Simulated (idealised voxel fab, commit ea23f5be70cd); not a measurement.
process module | voxel ribs on slabs
cross-section cut | 295 nm wide | cells 5 nm
A cross-section is a grid of square cells, given in bands from the top down. A band is one or more rows of cells.
Each band's line starts with the height of the band's top and of its bottom, in nm. Then come its materials from left to right, each with its width in nm. One material with "throughout" fills the band from edge to edge. "air" is empty space.
Height 0 is the level under which the wafer as received is all one material. The lowest band goes on downwards, as in "0 down".
A width such as "30 to 40" changes by the same amount from each row of cells to the next, from the band's top row to its bottom row.
"no change" after a step means that no cell of the cross-section changed.
closed voids: empty space of 8 cells or more with no open way to the top, each as width x height at its distance from the left edge, in nm
after a step's settings: what the simulator itself notes on the step
overlay nm, on a step with a mask: how far to the right of its planned place the mask lay; to the left if negative
Each pair below shows a cross-section before one step and the cross-section after it, down to the lowest band that changed. The line under each pair gives the step between them, with its settings. The pairs can come from different runs of this module on the same starting wafer, so a pair continues from the pair above only where its "before" says so.
before
  0 down: Si throughout
  closed voids: none
after
  30 to 0: SiO2 throughout
  below 0: unchanged
  closed voids: none
the step between: op DIRECTIONAL_DEP | material SiO2 | thk nm 30
before: the cross-section after the pair above
after
  45 to 30: SiN throughout
  below 30: unchanged
  closed voids: none
the step between: op DIRECTIONAL_DEP | material SiN | thk nm 15
before: the cross-section after the pair above
after
  55 to 45: aC throughout
  below 45: unchanged
  closed voids: none
the step between: op DIRECTIONAL_DEP | material aC | thk nm 10
before: the cross-section after the pair above
after
  80 to 55: air 135 | resist 20 | air 140
  below 55: unchanged
  closed voids: none
the step between: op PATTERN | tone cover | mask id RIB | material resist | width nm 20 | thk nm 25 | overlay nm 0
before: the cross-section after the pair above
after
  70 to 55: air 135 | resist 20 | air 140
  55 to 45: air 135 | aC 20 | air 140
  below 45: unchanged
  closed voids: none
the step between: op DIRECTIONAL_ETCH | etch materials aC | depth nm 10
before: the cross-section after the pair above
after
  55 to 45: air 135 | aC 20 | air 140
  below 45: unchanged
  closed voids: none
the step between: op STRIP | etch materials resist
before: the cross-section after the pair above
after
  55 to 45: air 135 | aC 20 | air 140
  45 to 40: air 135 | SiN 20 | air 140
  below 40: unchanged
  closed voids: none
the step between: op DIRECTIONAL_ETCH | etch materials SiN | depth nm 5
before: the cross-section after the pair above
after
  45 to 40: air 135 | SiN 20 | air 140
  below 40: unchanged
  closed voids: none
the step between: op STRIP | etch materials aC
before: the cross-section after the pair above
after
  60 to 45: air 110 | resist 70 | air 115
  45 to 40: air 110 | resist 25 | SiN 20 | resist 25 | air 115
  below 40: unchanged
  closed voids: none
the step between: op PATTERN | tone cover | mask id SLAB | material resist | width nm 70 | thk nm 15 | overlay nm 0
before: the cross-section after the pair above
after
  60 to 45: air 110 | resist 70 | air 115
  45 to 40: air 110 | resist 25 | SiN 20 | resist 25 | air 115
  40 to 30: air 110 | SiN 70 | air 115
  below 30: unchanged
  closed voids: none
the step between: op DIRECTIONAL_ETCH | etch materials SiN | depth nm 10
before: the cross-section after the pair above
after
  45 to 40: air 135 | SiN 20 | air 140
  below 40: unchanged
  closed voids: none
the step between: op STRIP | etch materials resist
before: the cross-section after the pair above
after
  65 to 45: SiO2 throughout
  45 to 40: SiO2 135 | SiN 20 | SiO2 140
  40 to 30: SiO2 110 | SiN 70 | SiO2 115
  below 30: unchanged
  closed voids: none
the step between: op FILL_DEP | material SiO2 | thk nm 20
before: the cross-section after the pair above
after
  55 to 45: SiO2 throughout
  below 45: unchanged
  closed voids: none
the step between: op CMP | height nm 55
before: the cross-section after the pair above
after
  60 to 55: TiN throughout
  below 55: unchanged
  closed voids: none
the step between: op DIRECTIONAL_DEP | material TiN | thk nm 5
before: the cross-section after the pair above
after
  75 to 60: air 130 | resist 30 | air 135
  below 60: unchanged
  closed voids: none
the step between: op PATTERN | tone cover | mask id HEATER | material resist | width nm 30 | thk nm 15 | overlay nm 0
before: the cross-section after the pair above
after
  75 to 60: air 130 | resist 30 | air 135
  60 to 55: air 130 | TiN 30 | air 135
  below 55: unchanged
  closed voids: none
the step between: op DIRECTIONAL_ETCH | etch materials TiN | depth nm 5
before: the cross-section after the pair above
after
  60 to 55: air 130 | TiN 30 | air 135
  below 55: unchanged
  closed voids: none
the step between: op STRIP | etch materials resist
before: the cross-section after the pair above
after
  70 to 65: air 120 | SiN 50 | air 125
  65 to 60: SiN throughout
  60 to 55: SiN 130 | TiN 30 | SiN 135
  below 55: unchanged
  closed voids: none
the step between: op CONFORMAL_DEP | material SiN | thk nm 10
before
  45 to 30: SiN throughout
  30 to 0: SiO2 throughout
  0 down: Si throughout
  closed voids: none
after
  60 to 30: SiN throughout
  below 30: unchanged
  closed voids: none
the step between: op DIRECTIONAL_DEP | material SiN | thk nm 15
before: the cross-section after the pair above
after
  70 to 60: aC throughout
  below 60: unchanged
  closed voids: none
the step between: op DIRECTIONAL_DEP | material aC | thk nm 10
before: the cross-section after the pair above
after
  95 to 70: air 135 | resist 20 | air 140
  below 70: unchanged
  closed voids: none
the step between: op PATTERN | tone cover | mask id RIB | material resist | width nm 20 | thk nm 25 | overlay nm 0
before: the cross-section after the pair above
after
  85 to 70: air 135 | resist 20 | air 140
  70 to 60: air 135 | aC 20 | air 140
  below 60: unchanged
  closed voids: none
the step between: op DIRECTIONAL_ETCH | etch materials aC | depth nm 10
before: the cross-section after the pair above
after
  70 to 60: air 135 | aC 20 | air 140
  below 60: unchanged
  closed voids: none
the step between: op STRIP | etch materials resist
before: the cross-section after the pair above
after
  70 to 60: air 135 | aC 20 | air 140
  60 to 55: air 135 | SiN 20 | air 140
  below 55: unchanged
  closed voids: none
the step between: op DIRECTIONAL_ETCH | etch materials SiN | depth nm 5
before: the cross-section after the pair above
after
  60 to 55: air 135 | SiN 20 | air 140
  below 55: unchanged
  closed voids: none
the step between: op STRIP | etch materials aC
before: the cross-section after the pair above
after
  75 to 60: air 110 | resist 70 | air 115
  60 to 55: air 110 | resist 25 | SiN 20 | resist 25 | air 115
  below 55: unchanged
  closed voids: none
the step between: op PATTERN | tone cover | mask id SLAB | material resist | width nm 70 | thk nm 15 | overlay nm 0
before: the cross-section after the pair above
after
  75 to 60: air 110 | resist 70 | air 115
  60 to 55: air 110 | resist 25 | SiN 20 | resist 25 | air 115
  55 to 45: air 110 | SiN 70 | air 115
  below 45: unchanged
  closed voids: none
the step between: op DIRECTIONAL_ETCH | etch materials SiN | depth nm 10
before: the cross-section after the pair above
after
  60 to 55: air 135 | SiN 20 | air 140
  below 55: unchanged
  closed voids: none
the step between: op STRIP | etch materials resist
before: the cross-section after the pair above
after
  80 to 60: SiO2 throughout
  60 to 55: SiO2 135 | SiN 20 | SiO2 140
  55 to 45: SiO2 110 | SiN 70 | SiO2 115
  below 45: unchanged
  closed voids: none
the step between: op FILL_DEP | material SiO2 | thk nm 20
before: the cross-section after the pair above
after
  55 to 45: SiO2 110 | SiN 70 | SiO2 115
  below 45: unchanged
  closed voids: none
the step between: op CMP | height nm 55
before: the cross-section after the pair above
after
  60 to 55: TiN throughout
  below 55: unchanged
  closed voids: none
the step between: op DIRECTIONAL_DEP | material TiN | thk nm 5
before: the cross-section after the pair above
after
  75 to 60: air 130 | resist 30 | air 135
  below 60: unchanged
  closed voids: none
the step between: op PATTERN | tone cover | mask id HEATER | material resist | width nm 30 | thk nm 15 | overlay nm 0
before: the cross-section after the pair above
after
  75 to 60: air 130 | resist 30 | air 135
  60 to 55: air 130 | TiN 30 | air 135
  below 55: unchanged
  closed voids: none
the step between: op DIRECTIONAL_ETCH | etch materials TiN | depth nm 5
before: the cross-section after the pair above
after
  60 to 55: air 130 | TiN 30 | air 135
  below 55: unchanged
  closed voids: none
the step between: op STRIP | etch materials resist
before: the cross-section after the pair above
after
  70 to 65: air 120 | SiN 50 | air 125
  65 to 60: SiN throughout
  60 to 55: SiN 130 | TiN 30 | SiN 135
  below 55: unchanged
  closed voids: none
the step between: op CONFORMAL_DEP | material SiN | thk nm 10
before
  0 down: Si throughout
  closed voids: none
after
  15 to 0: SiN throughout
  below 0: unchanged
  closed voids: none
the step between: op DIRECTIONAL_DEP | material SiN | thk nm 15
before: the cross-section after the pair above
after
  45 to 15: SiO2 throughout
  below 15: unchanged
  closed voids: none
the step between: op DIRECTIONAL_DEP | material SiO2 | thk nm 30
before: the cross-section after the pair above
after
  55 to 45: aC throughout
  below 45: unchanged
  closed voids: none
the step between: op DIRECTIONAL_DEP | material aC | thk nm 10
before: the cross-section after the pair above
after
  80 to 55: air 135 | resist 20 | air 140
  below 55: unchanged
  closed voids: none
the step between: op PATTERN | tone cover | mask id RIB | material resist | width nm 20 | thk nm 25 | overlay nm 0
before: the cross-section after the pair above
after
  70 to 55: air 135 | resist 20 | air 140
  55 to 45: air 135 | aC 20 | air 140
  below 45: unchanged
  closed voids: none
the step between: op DIRECTIONAL_ETCH | etch materials aC | depth nm 10
before: the cross-section after the pair above
after
  55 to 45: air 135 | aC 20 | air 140
  below 45: unchanged
  closed voids: none
the step between: op STRIP | etch materials resist
before: the cross-section after the pair above
after
  45 to 15: SiO2 throughout
  below 15: unchanged
  closed voids: none
the step between: op STRIP | etch materials aC
before: the cross-section after the pair above
after
  60 to 45: air 110 | resist 70 | air 115
  below 45: unchanged
  closed voids: none
the step between: op PATTERN | tone cover | mask id SLAB | material resist | width nm 70 | thk nm 15 | overlay nm 0
before: the cross-section after the pair above
after
  45 to 15: SiO2 throughout
  below 15: unchanged
  closed voids: none
the step between: op STRIP | etch materials resist
before: the cross-section after the pair above
after
  65 to 15: SiO2 throughout
  below 15: unchanged
  closed voids: none
the step between: op FILL_DEP | material SiO2 | thk nm 20
before: the cross-section after the pair above
after
  55 to 15: SiO2 throughout
  below 15: unchanged
  closed voids: none
the step between: op CMP | height nm 55
before: the cross-section after the pair above
after
  60 to 55: TiN throughout
  below 55: unchanged
  closed voids: none
the step between: op DIRECTIONAL_DEP | material TiN | thk nm 5
before: the cross-section after the pair above
after
  75 to 60: air 130 | resist 30 | air 135
  below 60: unchanged
  closed voids: none
the step between: op PATTERN | tone cover | mask id HEATER | material resist | width nm 30 | thk nm 15 | overlay nm 0
before: the cross-section after the pair above
after
  75 to 60: air 130 | resist 30 | air 135
  60 to 55: air 130 | TiN 30 | air 135
  below 55: unchanged
  closed voids: none
the step between: op DIRECTIONAL_ETCH | etch materials TiN | depth nm 5
before: the cross-section after the pair above
after
  60 to 55: air 130 | TiN 30 | air 135
  below 55: unchanged
  closed voids: none
the step between: op STRIP | etch materials resist
before: the cross-section after the pair above
after
  70 to 65: air 120 | SiN 50 | air 125
  65 to 60: SiN throughout
  60 to 55: SiN 130 | TiN 30 | SiN 135
  below 55: unchanged
  closed voids: none
the step between: op CONFORMAL_DEP | material SiN | thk nm 10
before
  55 to 45: SiO2 throughout
  45 to 40: SiO2 135 | SiN 20 | SiO2 140
  40 to 30: SiO2 110 | SiN 70 | SiO2 115
  30 to 0: SiO2 throughout
  0 down: Si throughout
  closed voids: none
after
  70 to 55: TiN throughout
  below 55: unchanged
  closed voids: none
the step between: op DIRECTIONAL_DEP | material TiN | thk nm 15
before: the cross-section after the pair above
after
  85 to 70: air 130 | resist 30 | air 135
  below 70: unchanged
  closed voids: none
the step between: op PATTERN | tone cover | mask id HEATER | material resist | width nm 30 | thk nm 15 | overlay nm 0
before: the cross-section after the pair above
after
  85 to 70: air 130 | resist 30 | air 135
  70 to 65: air 130 | TiN 30 | air 135
  below 65: unchanged
  closed voids: none
the step between: op DIRECTIONAL_ETCH | etch materials TiN | depth nm 5
before: the cross-section after the pair above
after
  70 to 65: air 130 | TiN 30 | air 135
  below 65: unchanged
  closed voids: none
the step between: op STRIP | etch materials resist
before: the cross-section after the pair above
after
  80 to 75: air 120 | SiN 50 | air 125
  75 to 70: SiN throughout
  70 to 65: SiN 130 | TiN 30 | SiN 135
  below 65: unchanged
  closed voids: none
the step between: op CONFORMAL_DEP | material SiN | thk nm 10
before
  45 to 40: air 135 | SiN 20 | air 140
  40 to 30: SiN throughout
  30 to 0: SiO2 throughout
  0 down: Si throughout
  closed voids: none
after
  60 to 45: air 105 | resist 80 | air 110
  45 to 40: air 105 | resist 30 | SiN 20 | resist 30 | air 110
  below 40: unchanged
  closed voids: none
the step between: op PATTERN | tone cover | mask id SLAB | material resist | width nm 80 | thk nm 15 | overlay nm 0
before: the cross-section after the pair above
after
  60 to 45: air 105 | resist 80 | air 110
  45 to 40: air 105 | resist 30 | SiN 20 | resist 30 | air 110
  40 to 30: air 105 | SiN 80 | air 110
  below 30: unchanged
  closed voids: none
the step between: op DIRECTIONAL_ETCH | etch materials SiN | depth nm 10
before: the cross-section after the pair above
after
  45 to 40: air 135 | SiN 20 | air 140
  below 40: unchanged
  closed voids: none
the step between: op STRIP | etch materials resist
before: the cross-section after the pair above
after
  65 to 45: SiO2 throughout
  45 to 40: SiO2 135 | SiN 20 | SiO2 140
  40 to 30: SiO2 105 | SiN 80 | SiO2 110
  below 30: unchanged
  closed voids: none
the step between: op FILL_DEP | material SiO2 | thk nm 20
before: the cross-section after the pair above
after
  55 to 45: SiO2 throughout
  below 45: unchanged
  closed voids: none
the step between: op CMP | height nm 55
before: the cross-section after the pair above
after
  60 to 55: TiN throughout
  below 55: unchanged
  closed voids: none
the step between: op DIRECTIONAL_DEP | material TiN | thk nm 5
before: the cross-section after the pair above
after
  75 to 60: air 130 | resist 30 | air 135
  below 60: unchanged
  closed voids: none
the step between: op PATTERN | tone cover | mask id HEATER | material resist | width nm 30 | thk nm 15 | overlay nm 0
before: the cross-section after the pair above
after
  75 to 60: air 130 | resist 30 | air 135
  60 to 55: air 130 | TiN 30 | air 135
  below 55: unchanged
  closed voids: none
the step between: op DIRECTIONAL_ETCH | etch materials TiN | depth nm 5
before: the cross-section after the pair above
after
  60 to 55: air 130 | TiN 30 | air 135
  below 55: unchanged
  closed voids: none
the step between: op STRIP | etch materials resist
before: the cross-section after the pair above
after
  70 to 65: air 120 | SiN 50 | air 125
  65 to 60: SiN throughout
  60 to 55: SiN 130 | TiN 30 | SiN 135
  below 55: unchanged
  closed voids: none
the step between: op CONFORMAL_DEP | material SiN | thk nm 10
before
  45 to 40: air 135 | SiN 20 | air 140
  40 to 30: SiN throughout
  30 to 0: SiO2 throughout
  0 down: Si throughout
  closed voids: none
after
  60 to 45: air 100 | resist 70 | air 125
  45 to 40: air 100 | resist 35 | SiN 20 | resist 15 | air 125
  below 40: unchanged
  closed voids: none
the step between: op PATTERN | tone cover | mask id SLAB | material resist | width nm 70 | thk nm 15 | overlay nm -10
before: the cross-section after the pair above
after
  60 to 45: air 100 | resist 70 | air 125
  45 to 40: air 100 | resist 35 | SiN 20 | resist 15 | air 125
  40 to 30: air 100 | SiN 70 | air 125
  below 30: unchanged
  closed voids: none
the step between: op DIRECTIONAL_ETCH | etch materials SiN | depth nm 10
before: the cross-section after the pair above
after
  45 to 40: air 135 | SiN 20 | air 140
  below 40: unchanged
  closed voids: none
the step between: op STRIP | etch materials resist
before: the cross-section after the pair above
after
  65 to 45: SiO2 throughout
  45 to 40: SiO2 135 | SiN 20 | SiO2 140
  40 to 30: SiO2 100 | SiN 70 | SiO2 125
  below 30: unchanged
  closed voids: none
the step between: op FILL_DEP | material SiO2 | thk nm 20
before: the cross-section after the pair above
after
  55 to 45: SiO2 throughout
  below 45: unchanged
  closed voids: none
the step between: op CMP | height nm 55
before: the cross-section after the pair above
after
  60 to 55: TiN throughout
  below 55: unchanged
  closed voids: none
the step between: op DIRECTIONAL_DEP | material TiN | thk nm 5
before: the cross-section after the pair above
after
  75 to 60: air 130 | resist 30 | air 135
  below 60: unchanged
  closed voids: none
the step between: op PATTERN | tone cover | mask id HEATER | material resist | width nm 30 | thk nm 15 | overlay nm 0
before: the cross-section after the pair above
after
  75 to 60: air 130 | resist 30 | air 135
  60 to 55: air 130 | TiN 30 | air 135
  below 55: unchanged
  closed voids: none
the step between: op DIRECTIONAL_ETCH | etch materials TiN | depth nm 5
before: the cross-section after the pair above
after
  60 to 55: air 130 | TiN 30 | air 135
  below 55: unchanged
  closed voids: none
the step between: op STRIP | etch materials resist
before: the cross-section after the pair above
after
  70 to 65: air 120 | SiN 50 | air 125
  65 to 60: SiN throughout
  60 to 55: SiN 130 | TiN 30 | SiN 135
  below 55: unchanged
  closed voids: none
the step between: op CONFORMAL_DEP | material SiN | thk nm 10
before
  45 to 40: air 135 | SiN 20 | air 140
  40 to 30: air 110 | SiN 70 | air 115
  30 to 0: SiO2 throughout
  0 down: Si throughout
  closed voids: none
after
  65 to 45: aC throughout
  45 to 40: aC 135 | SiN 20 | aC 140
  40 to 30: aC 110 | SiN 70 | aC 115
  below 30: unchanged
  closed voids: none
the step between: op FILL_DEP | material aC | thk nm 20
before: the cross-section after the pair above
after
  55 to 45: aC throughout
  below 45: unchanged
  closed voids: none
the step between: op CMP | height nm 55
before: the cross-section after the pair above
after
  60 to 55: TiN throughout
  below 55: unchanged
  closed voids: none
the step between: op DIRECTIONAL_DEP | material TiN | thk nm 5
before: the cross-section after the pair above
after
  75 to 60: air 130 | resist 30 | air 135
  below 60: unchanged
  closed voids: none
the step between: op PATTERN | tone cover | mask id HEATER | material resist | width nm 30 | thk nm 15 | overlay nm 0
before: the cross-section after the pair above
after
  75 to 60: air 130 | resist 30 | air 135
  60 to 55: air 130 | TiN 30 | air 135
  below 55: unchanged
  closed voids: none
the step between: op DIRECTIONAL_ETCH | etch materials TiN | depth nm 5
before: the cross-section after the pair above
after
  60 to 55: air 130 | TiN 30 | air 135
  below 55: unchanged
  closed voids: none
the step between: op STRIP | etch materials resist
before: the cross-section after the pair above
after
  70 to 65: air 120 | SiN 50 | air 125
  65 to 60: SiN throughout
  60 to 55: SiN 130 | TiN 30 | SiN 135
  below 55: unchanged
  closed voids: none
the step between: op CONFORMAL_DEP | material SiN | thk nm 10
before
  55 to 45: aC throughout
  45 to 30: SiN throughout
  30 to 0: SiO2 throughout
  0 down: Si throughout
  closed voids: none
after
  80 to 55: resist 135 | air 20 | resist 140
  below 55: unchanged
  closed voids: none
the step between: op PATTERN | tone open | mask id RIB | material resist | width nm 20 | thk nm 25 | overlay nm 0
before: the cross-section after the pair above
after
  70 to 55: resist 135 | air 20 | resist 140
  55 to 45: aC 135 | air 20 | aC 140
  below 45: unchanged
  closed voids: none
the step between: op DIRECTIONAL_ETCH | etch materials aC | depth nm 10
before: the cross-section after the pair above
after
  55 to 45: aC 135 | air 20 | aC 140
  below 45: unchanged
  closed voids: none
the step between: op STRIP | etch materials resist
before: the cross-section after the pair above
after
  55 to 45: aC 135 | air 20 | aC 140
  45 to 40: SiN 135 | air 20 | SiN 140
  below 40: unchanged
  closed voids: none
the step between: op DIRECTIONAL_ETCH | etch materials SiN | depth nm 5
before: the cross-section after the pair above
after
  45 to 40: SiN 135 | air 20 | SiN 140
  below 40: unchanged
  closed voids: none
the step between: op STRIP | etch materials aC
before: the cross-section after the pair above
after
  60 to 45: air 110 | resist 70 | air 115
  45 to 40: SiN 135 | resist 20 | SiN 140
  below 40: unchanged
  closed voids: none
the step between: op PATTERN | tone cover | mask id SLAB | material resist | width nm 70 | thk nm 15 | overlay nm 0
before: the cross-section after the pair above
after
  60 to 45: air 110 | resist 70 | air 115
  45 to 40: air 110 | SiN 25 | resist 20 | SiN 25 | air 115
  40 to 35: air 110 | SiN 70 | air 115
  below 35: unchanged
  closed voids: none
the step between: op DIRECTIONAL_ETCH | etch materials SiN | depth nm 10
before: the cross-section after the pair above
after
  45 to 40: air 110 | SiN 25 | air 20 | SiN 25 | air 115
  below 40: unchanged
  closed voids: none
the step between: op STRIP | etch materials resist
before: the cross-section after the pair above
after
  65 to 45: SiO2 throughout
  45 to 40: SiO2 110 | SiN 25 | SiO2 20 | SiN 25 | SiO2 115
  40 to 35: SiO2 110 | SiN 70 | SiO2 115
  below 35: unchanged
  closed voids: none
the step between: op FILL_DEP | material SiO2 | thk nm 20
before: the cross-section after the pair above
after
  55 to 45: SiO2 throughout
  below 45: unchanged
  closed voids: none
the step between: op CMP | height nm 55
before: the cross-section after the pair above
after
  60 to 55: TiN throughout
  below 55: unchanged
  closed voids: none
the step between: op DIRECTIONAL_DEP | material TiN | thk nm 5
before: the cross-section after the pair above
after
  75 to 60: air 130 | resist 30 | air 135
  below 60: unchanged
  closed voids: none
the step between: op PATTERN | tone cover | mask id HEATER | material resist | width nm 30 | thk nm 15 | overlay nm 0
before: the cross-section after the pair above
after
  75 to 60: air 130 | resist 30 | air 135
  60 to 55: air 130 | TiN 30 | air 135
  below 55: unchanged
  closed voids: none
the step between: op DIRECTIONAL_ETCH | etch materials TiN | depth nm 5
before: the cross-section after the pair above
after
  60 to 55: air 130 | TiN 30 | air 135
  below 55: unchanged
  closed voids: none
the step between: op STRIP | etch materials resist
before: the cross-section after the pair above
after
  70 to 65: air 120 | SiN 50 | air 125
  65 to 60: SiN throughout
  60 to 55: SiN 130 | TiN 30 | SiN 135
  below 55: unchanged
  closed voids: none
the step between: op CONFORMAL_DEP | material SiN | thk nm 10
